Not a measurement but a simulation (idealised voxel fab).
process module | voxel self aligned vias
cross-section cut | 225 nm wide | cells 5 nm
A cross-section is a grid of square cells, given in bands from the top down. A band is one or more rows of cells.
Each band's line starts with the height of the band's top and of its bottom, in nm. Then come its materials from left to right, each with its width in nm. One material with "throughout" fills the band from edge to edge. "air" is empty space.
Height 0 is the level under which the wafer as received is all one material. The lowest band goes on downwards, as in "0 down".
A width such as "30 to 40" changes by the same amount from each row of cells to the next, from the band's top row to its bottom row.
"no change" after a step means that no cell of the cross-section changed.
closed voids: empty space of 8 cells or more with no open way to the top, each as width x height at its distance from the left edge, in nm
after a step's settings: what the simulator itself notes on the step
overlay nm, on a step with a mask: how far to the right of its planned place the mask lay; to the left if negative
plan
1 op RECEIVE | material Si
2 op CONFORMAL_DEP | material SiO2 | thk nm 10
3 op CONFORMAL_DEP | material SiCN | thk nm 5
4 op DIRECTIONAL_DEP | material lowk | thk nm 30
5 op MASKED_ETCH | tone open | mask id LINES | width nm 30 | pitch nm 70 | etch materials lowk | depth nm 30 | overlay nm 0
6 op CONFORMAL_DEP | material TiN | thk nm 5
7 op FILL_DEP | material W | thk nm 10
8 op CMP | height nm 45
9 op SELECTIVE_ETCH | etch materials W Ru TiN | depth nm 10
10 op FILL_DEP | material SiN | thk nm 10
11 op CMP | height nm 45
12 op DIRECTIONAL_DEP | material lowk | thk nm 15
13 op MASKED_ETCH | tone open | mask id VIAS | width nm 40 | pitch nm 70 | etch materials lowk | depth nm 15 | overlay nm 0
14 op MASKED_ETCH | tone open | mask id VIAS | width nm 40 | pitch nm 70 | etch materials SiN | depth nm 10 | overlay nm 0
15 op CONFORMAL_DEP | material TiN | thk nm 5
16 op FILL_DEP | material W | thk nm 5
17 op CMP | height nm 60
18 op CONFORMAL_DEP | material SiCN | thk nm 5
first wafer, as planned
as received, after step 1
  0 down: Si throughout
  closed voids: none
after step 2
  10 to 0: SiO2 throughout
  below 0: unchanged
after step 3
  15 to 10: SiCN throughout
  below 10: unchanged
after step 4
  45 to 15: lowk throughout
  below 15: unchanged
after step 5
  45 to 15: lowk 60 | air 30 | lowk 40 | air 30 | lowk 65
  below 15: unchanged
after step 6
  50 to 45: TiN 65 | air 20 | TiN 50 | air 20 | TiN 70
  45 to 20: lowk 60 | TiN 5 | air 20 | TiN 5 | lowk 40 | TiN 5 | air 20 | TiN 5 | lowk 65
  20 to 15: lowk 60 | TiN 30 | lowk 40 | TiN 30 | lowk 65
  below 15: unchanged
after step 7
  60 to 50: W throughout
  50 to 45: TiN 65 | W 20 | TiN 50 | W 20 | TiN 70
  45 to 20: lowk 60 | TiN 5 | W 20 | TiN 5 | lowk 40 | TiN 5 | W 20 | TiN 5 | lowk 65
  below 20: unchanged
after step 8
  45 to 20: lowk 60 | TiN 5 | W 20 | TiN 5 | lowk 40 | TiN 5 | W 20 | TiN 5 | lowk 65
  below 20: unchanged
after step 9
  45 to 35: lowk 60 | air 30 | lowk 40 | air 30 | lowk 65
  below 35: unchanged
after step 10
  55 to 45: SiN throughout
  45 to 35: lowk 60 | SiN 30 | lowk 40 | SiN 30 | lowk 65
  below 35: unchanged
after step 11
  45 to 35: lowk 60 | SiN 30 | lowk 40 | SiN 30 | lowk 65
  below 35: unchanged
after step 12
  60 to 45: lowk throughout
  below 45: unchanged
after step 13
  60 to 45: lowk 55 | air 40 | lowk 30 | air 40 | lowk 60
  below 45: unchanged
after step 14
  60 to 45: lowk 55 | air 40 | lowk 30 | air 40 | lowk 60
  45 to 35: lowk 60 | air 30 | lowk 40 | air 30 | lowk 65
  below 35: unchanged
after step 15
  65 to 60: TiN 60 | air 30 | TiN 40 | air 30 | TiN 65
  60 to 50: lowk 55 | TiN 5 | air 30 | TiN 5 | lowk 30 | TiN 5 | air 30 | TiN 5 | lowk 60
  50 to 40: lowk 55 to 60 | TiN 10 to 5 | air 20 | TiN 10 to 5 | lowk 30 to 40 | TiN 10 to 5 | air 20 | TiN 10 to 5 | lowk 60 to 65
  40 to 35: lowk 60 | TiN 30 | lowk 40 | TiN 30 | lowk 65
  below 35: unchanged
after step 16
  70 to 65: W throughout
  65 to 60: TiN 60 | W 30 | TiN 40 | W 30 | TiN 65
  60 to 50: lowk 55 | TiN 5 | W 30 | TiN 5 | lowk 30 | TiN 5 | W 30 | TiN 5 | lowk 60
  50 to 40: lowk 55 to 60 | TiN 10 to 5 | W 20 | TiN 10 to 5 | lowk 30 to 40 | TiN 10 to 5 | W 20 | TiN 10 to 5 | lowk 60 to 65
  below 40: unchanged
after step 17
  60 to 50: lowk 55 | TiN 5 | W 30 | TiN 5 | lowk 30 | TiN 5 | W 30 | TiN 5 | lowk 60
  below 50: unchanged
after step 18
  65 to 60: SiCN throughout
  below 60: unchanged
second wafer: like start, like plan, one mistake. Through step 4 it matches the first wafer
when step 5 should have ended
  45 to 15: lowk 60 | air 35 | lowk 35 | air 35 | lowk 60
  below 15: unchanged
when step 6 should have ended
  50 to 45: TiN 65 | air 25 | TiN 45 | air 25 | TiN 65
  45 to 20: lowk 60 | TiN 5 | air 25 | TiN 5 | lowk 35 | TiN 5 | air 25 | TiN 5 | lowk 60
  20 to 15: lowk 60 | TiN 35 | lowk 35 | TiN 35 | lowk 60
  below 15: unchanged
when step 7 should have ended
  60 to 50: W throughout
  50 to 45: TiN 65 | W 25 | TiN 45 | W 25 | TiN 65
  45 to 20: lowk 60 | TiN 5 | W 25 | TiN 5 | lowk 35 | TiN 5 | W 25 | TiN 5 | lowk 60
  below 20: unchanged
when step 8 should have ended
  45 to 20: lowk 60 | TiN 5 | W 25 | TiN 5 | lowk 35 | TiN 5 | W 25 | TiN 5 | lowk 60
  below 20: unchanged
when step 9 should have ended
  45 to 35: lowk 60 | air 35 | lowk 35 | air 35 | lowk 60
  below 35: unchanged
when step 10 should have ended
  55 to 45: SiN throughout
  45 to 35: lowk 60 | SiN 35 | lowk 35 | SiN 35 | lowk 60
  below 35: unchanged
when step 11 should have ended
  45 to 35: lowk 60 | SiN 35 | lowk 35 | SiN 35 | lowk 60
  below 35: unchanged
when step 12 should have ended
  60 to 45: lowk throughout
  below 45: unchanged
when step 13 should have ended
  60 to 45: lowk 55 | air 40 | lowk 30 | air 40 | lowk 60
  below 45: unchanged
when step 14 should have ended
  60 to 45: lowk 55 | air 40 | lowk 30 | air 40 | lowk 60
  45 to 35: lowk 60 | air 35 | lowk 35 | air 35 | lowk 60
  below 35: unchanged
when step 15 should have ended
  65 to 60: TiN 60 | air 30 | TiN 40 | air 30 | TiN 65
  60 to 50: lowk 55 | TiN 5 | air 30 | TiN 5 | lowk 30 | TiN 5 | air 30 | TiN 5 | lowk 60
  50 to 40: lowk 55 to 60 | TiN 10 to 5 | air 25 | TiN 5 | lowk 30 to 35 | TiN 10 to 5 | air 25 | TiN 5 | lowk 60
  40 to 35: lowk 60 | TiN 35 | lowk 35 | TiN 35 | lowk 60
  below 35: unchanged
when step 16 should have ended
  70 to 65: W throughout
  65 to 60: TiN 60 | W 30 | TiN 40 | W 30 | TiN 65
  60 to 50: lowk 55 | TiN 5 | W 30 | TiN 5 | lowk 30 | TiN 5 | W 30 | TiN 5 | lowk 60
  50 to 40: lowk 55 to 60 | TiN 10 to 5 | W 25 | TiN 5 | lowk 30 to 35 | TiN 10 to 5 | W 25 | TiN 5 | lowk 60
  below 40: unchanged
when step 17 should have ended
  60 to 50: lowk 55 | TiN 5 | W 30 | TiN 5 | lowk 30 | TiN 5 | W 30 | TiN 5 | lowk 60
  below 50: unchanged
when step 18 should have ended
  65 to 60: SiCN throughout
  below 60: unchanged
what went wrong: step 5 ran as: op MASKED_ETCH | tone open | mask id LINES | width nm 35 | pitch nm 70 | etch materials lowk | depth nm 30 | overlay nm 0
at the end the second wafer has, in cells: 2 more of TiN | 10 more of W | 12 fewer of lowk
